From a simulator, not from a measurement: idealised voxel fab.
This is a process module. Its name is voxel trench capacitor.
Cross-sectional view cut (width: 295 nm; square cell size: 5 nm).
Cross-section layout: square cells on a grid; listed as bands, top to bottom; a band spans one or more cell rows. Heights first: top, then bottom, in nm. Then materials, left to right, each with a width in nm. "everywhere" on a single material: fills the band edge to edge. "empty": empty space. Heights from 0 (as-received wafer is one material below). Bottom band endless downward, as "0 -> down". Think of "30..40" as a width that walks from the first number to the second as you go down the band, top row to bottom row, taking equal-sized steps from row to row. "remained unchanged" -> step changed no cross-section cell. Empty spaces counting at least 8 cells and having no open way to the top are listed in "Enclosed void catalog". The notation width x height at distance is used for each, the distance being from the left edge and all three values in nm. On each step's line, the part that comes after the settings is the simulator's own comment on the step. overlay nm: mask offset rightward from planned place, masked step; negative means leftward offset. Pairs follow: section before one process step, section after it down to the lowest changed band, step with settings underneath. Pairs may come from different runs of this module on the same starting wafer; continuity with the pair above only as stated in the "Pre-step" entry.

**Pre-step**
* 5 -> 0 | empty: 60, SiN: 20, empty: 30, SiN: 20, empty: 30, SiN: 20, empty: 30, SiN: 20, empty: 65
* 0 -> -35 | empty: 60, Si: 20, empty: 30, Si: 20, empty: 30, Si: 20, empty: 30, Si: 20, empty: 65
* -35 -> down | Si everywhere
* Enclosed void catalog: none

**Structure After Step**
* 10 -> 5 | empty: 55, SiO2: 30, empty: 20, SiO2: 30, empty: 20, SiO2: 30, empty: 20, SiO2: 30, empty: 60
* 5 -> 0 | empty: 55, SiO2: 5, SiN: 20, SiO2: 5, empty: 20, SiO2: 5, SiN: 20, SiO2: 5, empty: 20, SiO2: 5, SiN: 20, SiO2: 5, empty: 20, SiO2: 5, SiN: 20, SiO2: 5, empty: 60
* 0 -> -30 | empty: 55, SiO2: 5, Si: 20, SiO2: 5, empty: 20, SiO2: 5, Si: 20, SiO2: 5, empty: 20, SiO2: 5, Si: 20, SiO2: 5, empty: 20, SiO2: 5, Si: 20, SiO2: 5, empty: 60
* -30 -> -35 | SiO2: 60, Si: 20, SiO2: 30, Si: 20, SiO2: 30, Si: 20, SiO2: 30, Si: 20, SiO2: 65
* Nothing below the height -35 has changed.
* Enclosed void catalog: none
Step, pre vs post cross-sections above: CONFORMAL_DEP with material SiO2, thk nm 5

Pre-step: starting point is the after cross-section of the pair just above.

**Structure After Step**
* 20 -> 10 | polySi everywhere
* 10 -> 5 | polySi: 55, SiO2: 30, polySi: 20, SiO2: 30, polySi: 20, SiO2: 30, polySi: 20, SiO2: 30, polySi: 60
* 5 -> 0 | polySi: 55, SiO2: 5, SiN: 20, SiO2: 5, polySi: 20, SiO2: 5, SiN: 20, SiO2: 5, polySi: 20, SiO2: 5, SiN: 20, SiO2: 5, polySi: 20, SiO2: 5, SiN: 20, SiO2: 5, polySi: 60
* 0 -> -30 | polySi: 55, SiO2: 5, Si: 20, SiO2: 5, polySi: 20, SiO2: 5, Si: 20, SiO2: 5, polySi: 20, SiO2: 5, Si: 20, SiO2: 5, polySi: 20, SiO2: 5, Si: 20, SiO2: 5, polySi: 60
* Nothing below the height -30 has changed.
* Enclosed void catalog: none
Step, pre vs post cross-sections above: FILL_DEP with material polySi, thk nm 10

Pre-step: starting point is the after cross-section of the pair just above.

**Structure After Step**
* 5 -> 0 | polySi: 55, SiO2: 5, SiN: 20, SiO2: 5, polySi: 20, SiO2: 5, SiN: 20, SiO2: 5, polySi: 20, SiO2: 5, SiN: 20, SiO2: 5, polySi: 20, SiO2: 5, SiN: 20, SiO2: 5, polySi: 60
* Nothing below the height 0 has changed.
* Enclosed void catalog: none
Step, pre vs post cross-sections above: CMP with height nm 5
